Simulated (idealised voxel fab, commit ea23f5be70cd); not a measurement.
process module | voxel ribs on slabs
cross-section cut | 290 nm wide | cells 5 nm
A cross-section is a grid of square cells, given in bands from the top down. A band is one or more rows of cells.
Each band's line starts with the height of the band's top and of its bottom, in nm. Then come its materials from left to right, each with its width in nm. One material with "throughout" fills the band from edge to edge. "air" is empty space.
Height 0 is the level under which the wafer as received is all one material. The lowest band goes on downwards, as in "0 down".
A width such as "30 to 40" changes by the same amount from each row of cells to the next, from the band's top row to its bottom row.
"no change" after a step means that no cell of the cross-section changed.
closed voids: empty space of 8 cells or more with no open way to the top, each as width x height at its distance from the left edge, in nm
after a step's settings: what the simulator itself notes on the step
overlay nm, on a step with a mask: how far to the right of its planned place the mask lay; to the left if negative
plan
1 op RECEIVE | material Si
2 op DIRECTIONAL_DEP | material SiO2 | thk nm 20
3 op DIRECTIONAL_DEP | material polySi | thk nm 25
4 op DIRECTIONAL_DEP | material aC | thk nm 10
5 op PATTERN | tone cover | mask id RIB | material resist | width nm 20 | thk nm 25 | overlay nm 0
6 op DIRECTIONAL_ETCH | etch materials aC | depth nm 10
7 op STRIP | etch materials resist
8 op DIRECTIONAL_ETCH | etch materials polySi | depth nm 5
9 op STRIP | etch materials aC
10 op PATTERN | tone cover | mask id SLAB | material resist | width nm 70 | thk nm 15 | overlay nm 0
11 op DIRECTIONAL_ETCH | etch materials polySi | depth nm 20
12 op STRIP | etch materials resist
13 op FILL_DEP | material SiO2 | thk nm 30
14 op CMP | height nm 65
15 op DIRECTIONAL_DEP | material W | thk nm 5
16 op MASKED_ETCH | tone cover | mask id HEATER | width nm 30 | etch materials W | depth nm 5 | overlay nm 0
17 op CONFORMAL_DEP | material SiO2 | thk nm 5
as received, after step 1
  0 down: Si throughout
  closed voids: none
a wafer at the end: this start, this plan, one mistake
  75 to 70: air 125 | SiO2 40 | air 125
  70 to 65: SiO2 130 | W 30 | SiO2 130
  65 to 45: SiO2 110 | polySi 70 | SiO2 110
  45 to 20: polySi throughout
  20 to 0: SiO2 throughout
  0 down: Si throughout
  closed voids: none
what went wrong: step 3 was run twice
